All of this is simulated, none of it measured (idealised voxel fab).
Process module in this document: voxel transistor to metal
Square cell edge 5 nm, section width 300 nm, ID cut.
In this document a cross-section is written as a grid of square cells. It is given as a series of bands, listed from the top down, and a band is one or more rows of cells. Top height, bottom height, nm. Materials left to right, width each, nm. Single material + "throughout" = fills band edge to edge. "empty" = empty. The reference from which all heights are counted is 0, the level beneath which the as-received wafer is entirely one material; the lowest band, having no lower bound, proceeds downward and is written after the example "0 down". The notation "30 to 40" denotes a width that varies across the rows of cells in the band, beginning at the first number in the top row, finishing at the second number in the bottom row, and changing by an identical amount from each row to the next. When a step is marked "nothing different", none of the cells in the cross-section changed during that step. For the entry "Tabulated closed voids", the listed items are empty spaces with no open way to the top whose size is 8 cells or more; each item follows the pattern width x height at distance, where distance is from the left edge and all three are in nm. Note: text after step settings on the step line = simulator remark on that step. The optional step-line setting "overlay nm" applies to steps with a mask and quantifies how far to the right of its planned location the mask lay, a negative value indicating leftward placement.

# Set out below are the planned steps of the process
1 RECEIVE: material Si
2 CONFORMAL_DEP: material SiO2, thk nm 5
3 CONFORMAL_DEP: material SiN, thk nm 15
4 MASKED_ETCH: tone cover, mask id ACTIVE, width nm 115, pitch nm 140, etch materials SiN, depth nm 15, overlay nm 0
5 MASKED_ETCH: tone cover, mask id ACTIVE, width nm 115, pitch nm 140, etch materials SiO2, depth nm 5, overlay nm 0
6 MASKED_ETCH: tone cover, mask id ACTIVE, width nm 115, pitch nm 140, etch materials Si, depth nm 25, overlay nm 0
7 FILL_DEP: material SiO2, thk nm 5
8 CMP: height nm 20
9 SELECTIVE_ETCH: etch materials SiO2, depth nm 15
10 STRIP: etch materials SiN
11 SELECTIVE_ETCH: etch materials SiO2, depth nm 5
12 OXIDIZE: depth nm 5
13 DIRECTIONAL_DEP: material polySi, thk nm 25
14 DIRECTIONAL_DEP: material SiCN, thk nm 15
15 DIRECTIONAL_DEP: material aC, thk nm 15
16 PATTERN: tone cover, mask id GATE, material resist, width nm 35, pitch nm 140, thk nm 30, overlay nm 0
17 DIRECTIONAL_ETCH: etch materials aC, depth nm 15
18 STRIP: etch materials resist
19 DIRECTIONAL_ETCH: etch materials SiCN, depth nm 25
20 DIRECTIONAL_ETCH: etch materials polySi, depth nm 35
21 STRIP: etch materials aC
22 CONFORMAL_DEP: material SiO2, thk nm 5
23 DIRECTIONAL_ETCH: etch materials SiO2, depth nm 5
24 CONFORMAL_DEP: material SiN, thk nm 10
25 DIRECTIONAL_ETCH: etch materials SiN, depth nm 10
26 DIRECTIONAL_ETCH: etch materials SiO2, depth nm 5
27 EPI: material nSi, thk nm 5
28 FILL_DEP: material SiO2, thk nm 10
29 CMP: height nm 25
30 STRIP: etch materials polySi
31 SELECTIVE_ETCH: etch materials SiO2, depth nm 5
32 CONFORMAL_DEP: material HfO2, thk nm 5
33 CONFORMAL_DEP: material TiN, thk nm 5
34 FILL_DEP: material W, thk nm 5
35 CMP: height nm 20
36 DIRECTIONAL_DEP: material SiO2, thk nm 15
37 DIRECTIONAL_DEP: material aC, thk nm 10
38 PATTERN: tone open, mask id CONTACT, material resist, width nm 15, thk nm 25, overlay nm 0
39 DIRECTIONAL_ETCH: etch materials aC, depth nm 10
40 STRIP: etch materials resist
41 DIRECTIONAL_ETCH: etch materials SiO2, depth nm 35
42 STRIP: etch materials aC
43 CONFORMAL_DEP: material TiN, thk nm 5
44 FILL_DEP: material W, thk nm 5
45 CMP: height nm 35
46 DIRECTIONAL_DEP: material TiN, thk nm 5
47 DIRECTIONAL_DEP: material W, thk nm 25
48 DIRECTIONAL_DEP: material aC, thk nm 15
49 PATTERN: tone cover, mask id METAL_1, material resist, width nm 15, thk nm 35, overlay nm 0
50 DIRECTIONAL_ETCH: etch materials aC, depth nm 15
51 STRIP: etch materials resist
52 DIRECTIONAL_ETCH: etch materials W, depth nm 25
53 DIRECTIONAL_ETCH: etch materials TiN, depth nm 5
54 STRIP: etch materials aC
55 FILL_DEP: material SiO2, thk nm 10
56 CMP: height nm 65
57 CONFORMAL_DEP: material SiN, thk nm 5

# Cross-section of the wafer upon arrival, representing the state reached after step 1
    0 down = Si throughout
    Tabulated closed voids: none

# The plan above was carried out on the starting structure above with one mistake, and this cross-section shows the wafer at the end of the module
    70 to 65 = SiN throughout
    65 to 40 = SiO2 30, W 15, SiO2 65, W 15, SiO2 45, W 15, SiO2 65, W 15, SiO2 35
    40 to 35 = SiO2 30, TiN 15, SiO2 65, TiN 15, SiO2 45, TiN 15, SiO2 65, TiN 15, SiO2 35
    35 to 20 = SiO2 30, TiN 5, W 5, TiN 5, SiO2 65, TiN 5, W 5, TiN 5, SiO2 45, TiN 5, W 5, TiN 5, SiO2 65, TiN 5, W 5, TiN 5, SiO2 35
    20 to 5 = SiO2 30, TiN 5, W 5, TiN 5, SiN 10, HfO2 5, TiN 35, HfO2 5, SiN 10, TiN 5, W 5, TiN 5, SiO2 45, TiN 5, W 5, TiN 5, SiN 10, HfO2 5, TiN 35, HfO2 5, SiN 10, TiN 5, W 5, TiN 5, SiO2 35
    5 to 0 = SiO2 30, TiN 15, SiN 10, HfO2 5, TiN 35, HfO2 5, SiN 10, TiN 15, SiO2 45, TiN 15, SiN 10, HfO2 5, TiN 35, HfO2 5, SiN 10, TiN 15, SiO2 35
    0 to -5 = SiO2 15, nSi 30, SiO2 10, HfO2 45, SiO2 10, nSi 30, SiO2 15, nSi 30, SiO2 10, HfO2 45, SiO2 10, nSi 30, SiO2 20
    -5 to -25 = SiO2 20, Si 115, SiO2 25, Si 115, SiO2 25
    -25 down = Si throughout
    Tabulated closed voids: none
Misprocessing identified: step 34 deviated from plan and actually ran as FILL_DEP: material TiN, thk nm 5
